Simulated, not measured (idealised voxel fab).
A process module follows: voxel released beams.
In the cross-section labelled cut, the width is 290 nm and each square cell is 5 nm.
For the purposes of this document, a cross-section shall be understood as a grid of square cells, specified as bands listed in top-to-bottom order, each band consisting of one or more rows of cells. Band: top and bottom heights (nm) first, top before bottom; then materials from left to right, widths in nm. "everywhere" marks a sole material filling the band edge to edge. "blank" denotes empty space. We count height from 0. Below that, the starting wafer is all one material. The lowest band never ends at the bottom but goes on down; see "0..down" for how that is written. Per-row width for "30..40": begins at first number (top row of band), ends at second number (bottom row), increment between rows held constant. Step note "nothing was modified" = no cross-section cell changed. Look at "Enclosed void catalog" for the closed voids: empty spaces with no open path to the top, sized 8 cells or up. Each is width x height at distance, distance from the left edge, all nm. Text after the settings on a step's line: the simulator's own remark on that step. A step line may carry the setting "overlay nm", which, for steps involving a mask, states the distance by which the mask lay to the right of its intended position; negative values denote displacement to the left.
This section lists the process steps that were planned:
- 1: RECEIVE (material Si)
- 2: CONFORMAL_DEP (material Al2O3; thk nm 5)
- 3: DIRECTIONAL_DEP (material SiO2; thk nm 15)
- 4: PATTERN (tone open; mask id ANCHOR; material resist; width nm 25; thk nm 15; overlay nm 0)
- 5: DIRECTIONAL_ETCH (etch materials SiO2; depth nm 15)
- 6: STRIP (etch materials resist)
- 7: CONFORMAL_DEP (material polySi; thk nm 10)
- 8: MASKED_ETCH (tone cover; mask id BEAM; width nm 95; etch materials polySi; depth nm 10; overlay nm 0)
- 9: STRIP (etch materials SiO2)
as received, after step 1:
	0..down  Si everywhere
	Enclosed void catalog: none
The module was run from the start shown above using the plan shown above, but one mistake was made doing it; the resulting wafer cross-section is below:
	30..20  blank (95), polySi (95), blank (100)
	20..15  Al2O3 everywhere
	15..0  SiO2 everywhere
	0..down  Si everywhere
	Enclosed void catalog: none
The mistake made against the process plan was this: deviation from plan: step 3 and step 2 executed in one another's positions
